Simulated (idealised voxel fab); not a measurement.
Process module, titled voxel capacitor over wiring
Each square cell in cross-section cut measures 5 nm, and the section as a whole is 150 nm wide.
How to read a cross-section here: the picture is a grid of square cells, written as bands going from the top down, and any band can span one or more rows of cells.
Band: top height; bottom height; in nm. Then, left to right: material with width in nm, for each material. "full width": a single material spanning edge to edge. "empty": empty space.
It should be noted that heights are counted from 0, beneath which the wafer as supplied is of one material throughout, and that the lowest band possesses no lower boundary but continues downward, as written in "0 down".
So if you see something like "30 to 40" for the width, read it as the top row of the band sitting at the first number and the bottom row at the second, with every row in between moving by the same amount as the last.
Any step labelled "no change occurred" changed none of the cells in the cross-section.
Any empty space of 8 cells or more lacking an open way to the top shows up in "Closed internal cavities" as width x height at distance, distance from the left edge, in nm.
Where a step's line continues beyond its settings, the continuation is a remark by the simulator itself on that step.
Each step line may optionally specify "overlay nm", which for a step with a mask gives the rightward distance between the mask's planned place and where it lay, a negative value indicating the leftward direction.
## Steps in the process plan
1) RECEIVE [material Si]
2) CONFORMAL_DEP [material SiO2] [thk nm 10]
3) DIRECTIONAL_DEP [material TiN] [thk nm 5]
4) DIRECTIONAL_DEP [material W] [thk nm 15]
5) MASKED_ETCH [tone cover] [mask id METAL_1] [width nm 30] [pitch nm 90] [etch materials W] [depth nm 15] [overlay nm 0]
6) MASKED_ETCH [tone cover] [mask id METAL_1] [width nm 30] [pitch nm 90] [etch materials TiN] [depth nm 5] [overlay nm 0]
7) CONFORMAL_DEP [material SiCN] [thk nm 5]
8) FILL_DEP [material lowk] [thk nm 5]
9) CMP [height nm 30]
10) CONFORMAL_DEP [material SiCN] [thk nm 5]
11) DIRECTIONAL_DEP [material lowk] [thk nm 15]
12) MASKED_ETCH [tone open] [mask id PLUG_1] [width nm 15] [etch materials lowk] [depth nm 15] [overlay nm 0]
13) MASKED_ETCH [tone open] [mask id PLUG_1] [width nm 15] [etch materials SiCN] [depth nm 5] [overlay nm 0]
14) EPI [material Ru] [thk nm 10]
15) EPI [material Ru] [thk nm 10]
16) DIRECTIONAL_DEP [material TiN] [thk nm 10]
17) DIRECTIONAL_DEP [material SiN] [thk nm 5]
18) DIRECTIONAL_DEP [material TiN] [thk nm 10]
19) DIRECTIONAL_DEP [material aC] [thk nm 15]
20) PATTERN [tone cover] [mask id UPPER_PLATE] [material resist] [width nm 65] [thk nm 35] [overlay nm 0]
21) DIRECTIONAL_ETCH [etch materials aC] [depth nm 15]
22) STRIP [etch materials resist]
23) DIRECTIONAL_ETCH [etch materials TiN] [depth nm 10]
24) DIRECTIONAL_ETCH [etch materials SiN] [depth nm 5]
25) STRIP [etch materials aC]
26) DIRECTIONAL_DEP [material aC] [thk nm 15]
27) PATTERN [tone cover] [mask id LOWER_PLATE] [material resist] [width nm 75] [thk nm 35] [overlay nm 0]
28) DIRECTIONAL_ETCH [etch materials aC] [depth nm 15]
29) STRIP [etch materials resist]
30) DIRECTIONAL_ETCH [etch materials TiN] [depth nm 10]
31) STRIP [etch materials aC]
32) FILL_DEP [material SiO2] [thk nm 15]
33) CMP [height nm 85]
34) PATTERN [tone open] [mask id PLUG_2] [material resist] [width nm 15] [thk nm 20] [overlay nm 0]
35) DIRECTIONAL_ETCH [etch materials SiO2] [depth nm 10]
36) STRIP [etch materials resist]
37) CONFORMAL_DEP [material TiN] [thk nm 5]
38) FILL_DEP [material Cu] [thk nm 10]
39) CMP [height nm 85]
40) CONFORMAL_DEP [material SiCN] [thk nm 5]
Variable across wafers: step 3 thk nm (plan value is that of the first wafer; starting state common to all).
## Incoming state of the first of several wafers in cross-section: after step 1
    0 down: Si full width
    Closed internal cavities: none
## Here is how to read the rows: every wafer has a row, and it shows the wafer at the end of the module, giving for each material how many cells were gained (+) or lost (-) since the wafer was received, then listing its closed voids
thk nm 5 | +1 Cu | +12 Ru | +87 SiCN | +13 SiN | +195 SiO2 | +73 TiN | +36 W | +123 lowk | Closed internal cavities: none
thk nm 10 | +1 Cu | +12 Ru | +83 SiCN | +13 SiN | +195 SiO2 | +103 TiN | +24 W | +109 lowk | Closed internal cavities: none
thk nm 15 | +1 Cu | +12 Ru | +79 SiCN | +13 SiN | +195 SiO2 | +133 TiN | +12 W | +95 lowk | Closed internal cavities: none
thk nm 20 | +1 Cu | +12 Ru | +75 SiCN | +13 SiN | +195 SiO2 | +163 TiN | +81 lowk | Closed internal cavities: none
